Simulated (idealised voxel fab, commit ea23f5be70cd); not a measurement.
The document below concerns the process module designated voxel transistor to metal.
It is cross-section cut that appears here, measuring 185 nm in width, its square cells being 5 nm in size.
Each cross-section below is a grid of square cells, stated as bands in top-down order, with one or more rows of cells making up each band. First you get the band's top height and its bottom height, in nm, and then the materials it's made of, left to right, with each width in nm. If you see a single material with "everywhere", that one covers the band edge to edge. "blank" is empty space. Heights are expressed relative to 0, this being the level below which the as-received wafer comprises one material exclusively. The lowest band is unbounded in the downward direction and is denoted as in "from 0 down". Quick explanation for "30 to 40": the width changes in equal steps down the rows of cells, from the first number in the band's top row to the second number in its bottom row. Take "no modifications" at face value: in the step it is given for, the cross-section changed in none of its cells. Closed-off voids of 8+ cells (no open route to the top) go in "Cavities, closed", written width x height at distance from the left edge, in nm. On each step's line, the part that comes after the settings is the simulator's own comment on the step. overlay nm: how far to the right of its planned place the mask lay on this masked step (negative: to the left).

# plan
1,RECEIVE (material Si)
2,OXIDIZE (depth nm 5)
3,CONFORMAL_DEP (material SiN; thk nm 10)
4,PATTERN (tone cover; mask id ACTIVE; material resist; width nm 115; thk nm 15; overlay nm 0)
5,DIRECTIONAL_ETCH (etch materials SiN; depth nm 10)
6,DIRECTIONAL_ETCH (etch materials SiO2; depth nm 5)
7,DIRECTIONAL_ETCH (etch materials Si; depth nm 35)
8,STRIP (etch materials resist)
9,OXIDIZE (depth nm 5)
10,FILL_DEP (material SiO2; thk nm 5)
11,CMP (height nm 10)
12,SELECTIVE_ETCH (etch materials SiO2; depth nm 5)
13,STRIP (etch materials SiN)
14,SELECTIVE_ETCH (etch materials SiO2; depth nm 5)
15,OXIDIZE (depth nm 5)
16,DIRECTIONAL_DEP (material polySi; thk nm 25)
17,DIRECTIONAL_DEP (material SiCN; thk nm 10)
18,MASKED_ETCH (tone cover; mask id GATE; width nm 35; etch materials SiCN; depth nm 20; overlay nm 0)
19,MASKED_ETCH (tone cover; mask id GATE; width nm 35; etch materials polySi; depth nm 35; overlay nm 0)
20,CONFORMAL_DEP (material SiN; thk nm 10)
21,DIRECTIONAL_ETCH (etch materials SiN; depth nm 10)
22,DIRECTIONAL_ETCH (etch materials SiO2; depth nm 5)
23,DIRECTIONAL_ETCH (etch materials Si; depth nm 10)
24,EPI (material pSi; thk nm 15)
25,FILL_DEP (material SiO2; thk nm 5)
26,CMP (height nm 20)
27,STRIP (etch materials polySi)
28,SELECTIVE_ETCH (etch materials SiO2; depth nm 5)
29,CONFORMAL_DEP (material HfO2; thk nm 5)
30,CONFORMAL_DEP (material TiN; thk nm 5)
31,FILL_DEP (material W; thk nm 5)
32,CMP (height nm 15)
33,DIRECTIONAL_DEP (material SiO2; thk nm 10)
34,DIRECTIONAL_DEP (material aC; thk nm 15)
35,PATTERN (tone open; mask id CONTACT; material resist; width nm 15; pitch nm 90; thk nm 35; overlay nm 0)
36,DIRECTIONAL_ETCH (etch materials aC; depth nm 15)
37,STRIP (etch materials resist)
38,DIRECTIONAL_ETCH (etch materials SiO2; depth nm 30)
39,STRIP (etch materials aC)
40,CONFORMAL_DEP (material TiN; thk nm 5)
41,FILL_DEP (material W; thk nm 10)
42,CMP (height nm 25)
43,DIRECTIONAL_DEP (material TiN; thk nm 5)
44,DIRECTIONAL_DEP (material Ru; thk nm 20)
45,MASKED_ETCH (tone cover; mask id METAL_1; width nm 15; pitch nm 90; etch materials Ru; depth nm 20; overlay nm 0)
46,MASKED_ETCH (tone cover; mask id METAL_1; width nm 15; pitch nm 90; etch materials TiN; depth nm 5; overlay nm 0)
47,CONFORMAL_DEP (material SiN; thk nm 5)
48,FILL_DEP (material SiO2; thk nm 10)
49,CMP (height nm 50)
50,CONFORMAL_DEP (material SiCN; thk nm 5)

# As received (post step 1): cross-section
from 0 down  Si everywhere
Cavities, closed: none

# Wafer cross-section at module end: first of two, run to plan
from 55 to 50  SiCN everywhere
from 50 to 30  SiO2=35 / SiN=5 / Ru=15 / SiN=5 / SiO2=65 / SiN=5 / Ru=15 / SiN=5 / SiO2=35
from 30 to 25  SiN=40 / TiN=15 / SiN=75 / TiN=15 / SiN=40
from 25 to 15  SiO2=40 / TiN=5 / W=5 / TiN=5 / SiO2=75 / TiN=5 / W=5 / TiN=5 / SiO2=40
from 15 to 10  SiO2=40 / TiN=5 / W=5 / TiN=5 / SiO2=10 / SiN=10 / HfO2=5 / TiN=5 / W=15 / TiN=5 / HfO2=5 / SiN=10 / SiO2=10 / TiN=5 / W=5 / TiN=5 / SiO2=40
from 10 to 5  SiO2=40 / TiN=15 / SiO2=10 / SiN=10 / HfO2=5 / TiN=5 / W=15 / TiN=5 / HfO2=5 / SiN=10 / SiO2=10 / TiN=15 / SiO2=40
from 5 to 0  SiO2=40 / TiN=10 / pSi=15 / SiN=10 / HfO2=5 / TiN=5 / W=15 / TiN=5 / HfO2=5 / SiN=10 / pSi=15 / TiN=10 / SiO2=40
from 0 to -5  SiO2=30 / SiN=10 / TiN=10 / pSi=15 / SiN=10 / HfO2=5 / TiN=25 / HfO2=5 / SiN=10 / pSi=15 / TiN=10 / SiN=10 / SiO2=30
from -5 to -10  SiO2=40 / pSi=25 / SiO2=5 / HfO2=45 / SiO2=5 / pSi=25 / SiO2=40
from -10 to -20  SiO2=40 / pSi=25 / Si=55 / pSi=25 / SiO2=40
from -20 to -45  SiO2=40 / Si=105 / SiO2=40
from -45 down  Si everywhere
Cavities, closed: none

# Wafer two cross-section, module end. Start and plan unchanged from wafer one; one mistake made during the run
from 55 to 50  SiCN everywhere
from 50 to 30  SiO2=35 / SiN=5 / Ru=15 / SiN=5 / SiO2=65 / SiN=5 / Ru=15 / SiN=5 / SiO2=35
from 30 to 25  SiN=40 / TiN=15 / SiN=75 / TiN=15 / SiN=40
from 25 to 15  SiO2=40 / TiN=5 / W=5 / TiN=5 / SiO2=75 / TiN=5 / W=5 / TiN=5 / SiO2=40
from 15 to 10  SiO2=40 / TiN=5 / W=5 / TiN=5 / SiO2=10 / SiN=10 / TiN=5 / W=25 / TiN=5 / SiN=10 / SiO2=10 / TiN=5 / W=5 / TiN=5 / SiO2=40
from 10 to 5  SiO2=40 / TiN=15 / SiO2=10 / SiN=10 / TiN=5 / W=25 / TiN=5 / SiN=10 / SiO2=10 / TiN=15 / SiO2=40
from 5 to 0  SiO2=40 / TiN=10 / pSi=15 / SiN=10 / TiN=5 / W=25 / TiN=5 / SiN=10 / pSi=15 / TiN=10 / SiO2=40
from 0 to -5  SiO2=30 / SiN=10 / TiN=10 / pSi=15 / SiN=10 / TiN=5 / W=25 / TiN=5 / SiN=10 / pSi=15 / TiN=10 / SiN=10 / SiO2=30
from -5 to -10  SiO2=40 / pSi=25 / SiO2=5 / TiN=45 / SiO2=5 / pSi=25 / SiO2=40
from -10 to -20  SiO2=40 / pSi=25 / Si=55 / pSi=25 / SiO2=40
from -20 to -45  SiO2=40 / Si=105 / SiO2=40
from -45 down  Si everywhere
Cavities, closed: none
Here's what went sideways: step 29 of the plan did not run at all; it was left out
Upon completion, the second wafer contains, in terms of cells, a greater or smaller amount of certain materials than the first wafer: -17 HfO2; +6 TiN; +11 W
